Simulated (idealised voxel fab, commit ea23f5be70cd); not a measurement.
process module | voxel tone inversion
cross-section cut | 165 nm wide | cells 5 nm
A cross-section is a grid of square cells, given in bands from the top down. A band is one or more rows of cells.
Each band's line starts with the height of the band's top and of its bottom, in nm. Then come its materials from left to right, each with its width in nm. One material with "throughout" fills the band from edge to edge. "air" is empty space.
Height 0 is the level under which the wafer as received is all one material. The lowest band goes on downwards, as in "0 down".
A width such as "30 to 40" changes by the same amount from each row of cells to the next, from the band's top row to its bottom row.
"no change" after a step means that no cell of the cross-section changed.
closed voids: empty space of 8 cells or more with no open way to the top, each as width x height at its distance from the left edge, in nm
after a step's settings: what the simulator itself notes on the step
overlay nm, on a step with a mask: how far to the right of its planned place the mask lay; to the left if negative
plan
1 op RECEIVE | material Si
2 op CONFORMAL_DEP | material SiCN | thk nm 10
3 op DIRECTIONAL_DEP | material aC | thk nm 15
4 op PATTERN | tone cover | mask id POSTS | material resist | width nm 15 | pitch nm 40 | thk nm 25 | overlay nm 0
5 op DIRECTIONAL_ETCH | etch materials aC | depth nm 15
6 op STRIP | etch materials resist
7 op FILL_DEP | material lowk | thk nm 10
8 op CMP | height nm 25
9 op STRIP | etch materials aC
first wafer, as planned
as received, after step 1
  0 down: Si throughout
  closed voids: none
after step 2
  10 to 0: SiCN throughout
  below 0: unchanged
after step 3
  25 to 10: aC throughout
  below 10: unchanged
after step 4
  50 to 25: air 55 | resist 15 | air 25 | resist 15 | air 55
  below 25: unchanged
after step 5
  35 to 25: air 55 | resist 15 | air 25 | resist 15 | air 55
  25 to 10: air 55 | aC 15 | air 25 | aC 15 | air 55
  below 10: unchanged
after step 6
  25 to 10: air 55 | aC 15 | air 25 | aC 15 | air 55
  below 10: unchanged
after step 7
  35 to 25: lowk throughout
  25 to 10: lowk 55 | aC 15 | lowk 25 | aC 15 | lowk 55
  below 10: unchanged
after step 8
  25 to 10: lowk 55 | aC 15 | lowk 25 | aC 15 | lowk 55
  below 10: unchanged
after step 9
  25 to 10: lowk 55 | air 15 | lowk 25 | air 15 | lowk 55
  below 10: unchanged
second wafer: like start, like plan, one mistake. Through step 1 it matches the first wafer
when step 2 should have ended: no change
when step 3 should have ended
  15 to 0: aC throughout
  below 0: unchanged
when step 4 should have ended
  40 to 15: air 55 | resist 15 | air 25 | resist 15 | air 55
  below 15: unchanged
when step 5 should have ended
  25 to 15: air 55 | resist 15 | air 25 | resist 15 | air 55
  15 to 0: air 55 | aC 15 | air 25 | aC 15 | air 55
  below 0: unchanged
when step 6 should have ended
  15 to 0: air 55 | aC 15 | air 25 | aC 15 | air 55
  below 0: unchanged
when step 7 should have ended
  25 to 15: lowk throughout
  15 to 0: lowk 55 | aC 15 | lowk 25 | aC 15 | lowk 55
  below 0: unchanged
when step 8 should have ended: no change
when step 9 should have ended: no change
what went wrong: step 2 was left out
at the end the second wafer has, in cells: 66 fewer of SiCN | 18 more of aC | 66 more of lowk
